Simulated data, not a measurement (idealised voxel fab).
You're looking at the process module voxel gate over fins.
In the cross-section labelled cut, the width is 180 nm and each square cell is 5 nm.
A cross-section is written here as square cells arranged in a grid, and it is given in bands from the top down, each band taking up one or more rows of cells.
Top height, bottom height, nm. Materials left to right, width each, nm. Single material + "throughout" = fills band edge to edge. "empty" = empty.
For the purposes of this specification, 0 denotes the height below which the wafer in its as-received condition is composed wholly of one material, and the lowermost band, lacking a lower limit, extends downward without end, as expressed in "0..down".
The two numbers in a width such as "30..40" mark its ends across the band: the first belongs to the top row of cells, the second to the bottom row, and from each row to the next the width moves by the same amount.
Where the words "nothing got changed" appear for a step, the cross-section shows no cell changed by that step; every cell remained as before.
Entry "closed voids" = empty spaces >= 8 cells with no open way to the top; each as width x height at distance, distance from left edge, all nm.
Past the settings on a step's line: simulator remark, on that step.
A step's line can hold "overlay nm"; with a mask on that step, the setting says how far right of the planned place the mask lay, while a negative setting says it lay to the left.

STEPS IN THE PROCESS PLAN
1: RECEIVE: material Si
2: CONFORMAL_DEP: material SiN, thk nm 10
3: DIRECTIONAL_DEP: material aC, thk nm 10
4: PATTERN: tone cover, mask id FINS, material resist, width nm 15, pitch nm 40, thk nm 25, overlay nm 0
5: DIRECTIONAL_ETCH: etch materials aC, depth nm 10
6: STRIP: etch materials resist
7: DIRECTIONAL_ETCH: etch materials SiN, depth nm 10
8: DIRECTIONAL_ETCH: etch materials Si, depth nm 30
9: STRIP: etch materials aC
10: OXIDIZE: depth nm 5
11: FILL_DEP: material SiO2, thk nm 15
12: CMP: height nm 10
13: SELECTIVE_ETCH: etch materials SiO2, depth nm 25
14: STRIP: etch materials SiN
15: CONFORMAL_DEP: material HfO2, thk nm 5
16: CONFORMAL_DEP: material TiN, thk nm 5
17: FILL_DEP: material W, thk nm 10
18: CMP: height nm 15
19: CONFORMAL_DEP: material SiCN, thk nm 10

FIRST OF THE TWO WAFERS, RUN PER PLAN

AS-RECEIVED STATE OF THE WAFER IN CROSS-SECTION, EQUIVALENT TO POST-STEP 1
* 0..down: Si throughout
* closed voids: none

ONCE STEP 2 IS THROUGH, THE WAFER LOOKS LIKE THIS IN CROSS-SECTION
* 10..0: SiN throughout
* Whatever lies below 0 is exactly as it was before.

ONCE STEP 3 IS THROUGH, THE WAFER LOOKS LIKE THIS IN CROSS-SECTION
* 20..10: aC throughout
* Whatever lies below 10 is exactly as it was before.

ONCE STEP 4 IS THROUGH, THE WAFER LOOKS LIKE THIS IN CROSS-SECTION
* 45..20: empty: 20, resist: 15, empty: 25, resist: 15, empty: 25, resist: 15, empty: 25, resist: 15, empty: 25
* Whatever lies below 20 is exactly as it was before.

ONCE STEP 5 IS THROUGH, THE WAFER LOOKS LIKE THIS IN CROSS-SECTION
* 35..20: empty: 20, resist: 15, empty: 25, resist: 15, empty: 25, resist: 15, empty: 25, resist: 15, empty: 25
* 20..10: empty: 20, aC: 15, empty: 25, aC: 15, empty: 25, aC: 15, empty: 25, aC: 15, empty: 25
* Whatever lies below 10 is exactly as it was before.

ONCE STEP 6 IS THROUGH, THE WAFER LOOKS LIKE THIS IN CROSS-SECTION
* 20..10: empty: 20, aC: 15, empty: 25, aC: 15, empty: 25, aC: 15, empty: 25, aC: 15, empty: 25
* Whatever lies below 10 is exactly as it was before.

ONCE STEP 7 IS THROUGH, THE WAFER LOOKS LIKE THIS IN CROSS-SECTION
* 20..10: empty: 20, aC: 15, empty: 25, aC: 15, empty: 25, aC: 15, empty: 25, aC: 15, empty: 25
* 10..0: empty: 20, SiN: 15, empty: 25, SiN: 15, empty: 25, SiN: 15, empty: 25, SiN: 15, empty: 25
* Whatever lies below 0 is exactly as it was before.

ONCE STEP 8 IS THROUGH, THE WAFER LOOKS LIKE THIS IN CROSS-SECTION
* 20..10: empty: 20, aC: 15, empty: 25, aC: 15, empty: 25, aC: 15, empty: 25, aC: 15, empty: 25
* 10..0: empty: 20, SiN: 15, empty: 25, SiN: 15, empty: 25, SiN: 15, empty: 25, SiN: 15, empty: 25
* 0..-30: empty: 20, Si: 15, empty: 25, Si: 15, empty: 25, Si: 15, empty: 25, Si: 15, empty: 25
* Whatever lies below -30 is exactly as it was before.

ONCE STEP 9 IS THROUGH, THE WAFER LOOKS LIKE THIS IN CROSS-SECTION
* 10..0: empty: 20, SiN: 15, empty: 25, SiN: 15, empty: 25, SiN: 15, empty: 25, SiN: 15, empty: 25
* Whatever lies below 0 is exactly as it was before.

ONCE STEP 10 IS THROUGH, THE WAFER LOOKS LIKE THIS IN CROSS-SECTION
* 10..0: empty: 20, SiN: 15, empty: 25, SiN: 15, empty: 25, SiN: 15, empty: 25, SiN: 15, empty: 25
* 0..-30: empty: 20, SiO2: 5, Si: 5, SiO2: 5, empty: 25, SiO2: 5, Si: 5, SiO2: 5, empty: 25, SiO2: 5, Si: 5, SiO2: 5, empty: 25, SiO2: 5, Si: 5, SiO2: 5, empty: 25
* -30..-35: SiO2: 25, Si: 5, SiO2: 35, Si: 5, SiO2: 35, Si: 5, SiO2: 35, Si: 5, SiO2: 30
* Whatever lies below -35 is exactly as it was before.

ONCE STEP 11 IS THROUGH, THE WAFER LOOKS LIKE THIS IN CROSS-SECTION
* 25..10: SiO2 throughout
* 10..0: SiO2: 20, SiN: 15, SiO2: 25, SiN: 15, SiO2: 25, SiN: 15, SiO2: 25, SiN: 15, SiO2: 25
* 0..-35: SiO2: 25, Si: 5, SiO2: 35, Si: 5, SiO2: 35, Si: 5, SiO2: 35, Si: 5, SiO2: 30
* Whatever lies below -35 is exactly as it was before.

ONCE STEP 12 IS THROUGH, THE WAFER LOOKS LIKE THIS IN CROSS-SECTION
* 10..0: SiO2: 20, SiN: 15, SiO2: 25, SiN: 15, SiO2: 25, SiN: 15, SiO2: 25, SiN: 15, SiO2: 25
* Whatever lies below 0 is exactly as it was before.

ONCE STEP 13 IS THROUGH, THE WAFER LOOKS LIKE THIS IN CROSS-SECTION
* 10..0: empty: 20, SiN: 15, empty: 25, SiN: 15, empty: 25, SiN: 15, empty: 25, SiN: 15, empty: 25
* 0..-15: empty: 25, Si: 5, empty: 35, Si: 5, empty: 35, Si: 5, empty: 35, Si: 5, empty: 30
* Whatever lies below -15 is exactly as it was before.

ONCE STEP 14 IS THROUGH, THE WAFER LOOKS LIKE THIS IN CROSS-SECTION
* 0..-15: empty: 25, Si: 5, empty: 35, Si: 5, empty: 35, Si: 5, empty: 35, Si: 5, empty: 30
* Whatever lies below -15 is exactly as it was before.

ONCE STEP 15 IS THROUGH, THE WAFER LOOKS LIKE THIS IN CROSS-SECTION
* 5..0: empty: 20, HfO2: 15, empty: 25, HfO2: 15, empty: 25, HfO2: 15, empty: 25, HfO2: 15, empty: 25
* 0..-10: empty: 20, HfO2: 5, Si: 5, HfO2: 5, empty: 25, HfO2: 5, Si: 5, HfO2: 5, empty: 25, HfO2: 5, Si: 5, HfO2: 5, empty: 25, HfO2: 5, Si: 5, HfO2: 5, empty: 25
* -10..-15: HfO2: 25, Si: 5, HfO2: 35, Si: 5, HfO2: 35, Si: 5, HfO2: 35, Si: 5, HfO2: 30
* Whatever lies below -15 is exactly as it was before.

ONCE STEP 16 IS THROUGH, THE WAFER LOOKS LIKE THIS IN CROSS-SECTION
* 10..5: empty: 15, TiN: 25, empty: 15, TiN: 25, empty: 15, TiN: 25, empty: 15, TiN: 25, empty: 20
* 5..0: empty: 15, TiN: 5, HfO2: 15, TiN: 5, empty: 15, TiN: 5, HfO2: 15, TiN: 5, empty: 15, TiN: 5, HfO2: 15, TiN: 5, empty: 15, TiN: 5, HfO2: 15, TiN: 5, empty: 20
* 0..-5: empty: 15, TiN: 5, HfO2: 5, Si: 5, HfO2: 5, TiN: 5, empty: 15, TiN: 5, HfO2: 5, Si: 5, HfO2: 5, TiN: 5, empty: 15, TiN: 5, HfO2: 5, Si: 5, HfO2: 5, TiN: 5, empty: 15, TiN: 5, HfO2: 5, Si: 5, HfO2: 5, TiN: 5, empty: 20
* -5..-10: TiN: 20, HfO2: 5, Si: 5, HfO2: 5, TiN: 25, HfO2: 5, Si: 5, HfO2: 5, TiN: 25, HfO2: 5, Si: 5, HfO2: 5, TiN: 25, HfO2: 5, Si: 5, HfO2: 5, TiN: 25
* Whatever lies below -10 is exactly as it was before.

ONCE STEP 17 IS THROUGH, THE WAFER LOOKS LIKE THIS IN CROSS-SECTION
* 20..10: W throughout
* 10..5: W: 15, TiN: 25, W: 15, TiN: 25, W: 15, TiN: 25, W: 15, TiN: 25, W: 20
* 5..0: W: 15, TiN: 5, HfO2: 15, TiN: 5, W: 15, TiN: 5, HfO2: 15, TiN: 5, W: 15, TiN: 5, HfO2: 15, TiN: 5, W: 15, TiN: 5, HfO2: 15, TiN: 5, W: 20
* 0..-5: W: 15, TiN: 5, HfO2: 5, Si: 5, HfO2: 5, TiN: 5, W: 15, TiN: 5, HfO2: 5, Si: 5, HfO2: 5, TiN: 5, W: 15, TiN: 5, HfO2: 5, Si: 5, HfO2: 5, TiN: 5, W: 15, TiN: 5, HfO2: 5, Si: 5, HfO2: 5, TiN: 5, W: 20
* Whatever lies below -5 is exactly as it was before.

ONCE STEP 18 IS THROUGH, THE WAFER LOOKS LIKE THIS IN CROSS-SECTION
* 15..10: W throughout
* Whatever lies below 10 is exactly as it was before.

ONCE STEP 19 IS THROUGH, THE WAFER LOOKS LIKE THIS IN CROSS-SECTION
* 25..15: SiCN throughout
* Whatever lies below 15 is exactly as it was before.

THE SECOND WAFER WAS PREPARED FROM THE SAME STARTING POINT AND UNDER THE SAME PLAN AS THE FIRST; ITS PROCESSING CONTAINED ONE MISTAKE, AND IT REMAINS INDISTINGUISHABLE FROM THE FIRST WAFER UP TO AND INCLUDING STEP 14

Second wafer, section view, time point: scheduled end of step 15: nothing got changed

SECOND WAFER, SECTION VIEW, TIME POINT: SCHEDULED END OF STEP 16
* 5..0: empty: 20, TiN: 15, empty: 25, TiN: 15, empty: 25, TiN: 15, empty: 25, TiN: 15, empty: 25
* 0..-10: empty: 20, TiN: 5, Si: 5, TiN: 5, empty: 25, TiN: 5, Si: 5, TiN: 5, empty: 25, TiN: 5, Si: 5, TiN: 5, empty: 25, TiN: 5, Si: 5, TiN: 5, empty: 25
* -10..-15: TiN: 25, Si: 5, TiN: 35, Si: 5, TiN: 35, Si: 5, TiN: 35, Si: 5, TiN: 30
* Whatever lies below -15 is exactly as it was before.

SECOND WAFER, SECTION VIEW, TIME POINT: SCHEDULED END OF STEP 17
* 15..5: W throughout
* 5..0: W: 20, TiN: 15, W: 25, TiN: 15, W: 25, TiN: 15, W: 25, TiN: 15, W: 25
* 0..-10: W: 20, TiN: 5, Si: 5, TiN: 5, W: 25, TiN: 5, Si: 5, TiN: 5, W: 25, TiN: 5, Si: 5, TiN: 5, W: 25, TiN: 5, Si: 5, TiN: 5, W: 25
* Whatever lies below -10 is exactly as it was before.

Second wafer, section view, time point: scheduled end of step 18: nothing got changed

SECOND WAFER, SECTION VIEW, TIME POINT: SCHEDULED END OF STEP 19
* 25..15: SiCN throughout
* Whatever lies below 15 is exactly as it was before.
Deviation noted in wafer processing: step 15 was left out
Wafer comparison, final, in cells, second relative to first, materials more or fewer: HfO2 -60, W +60
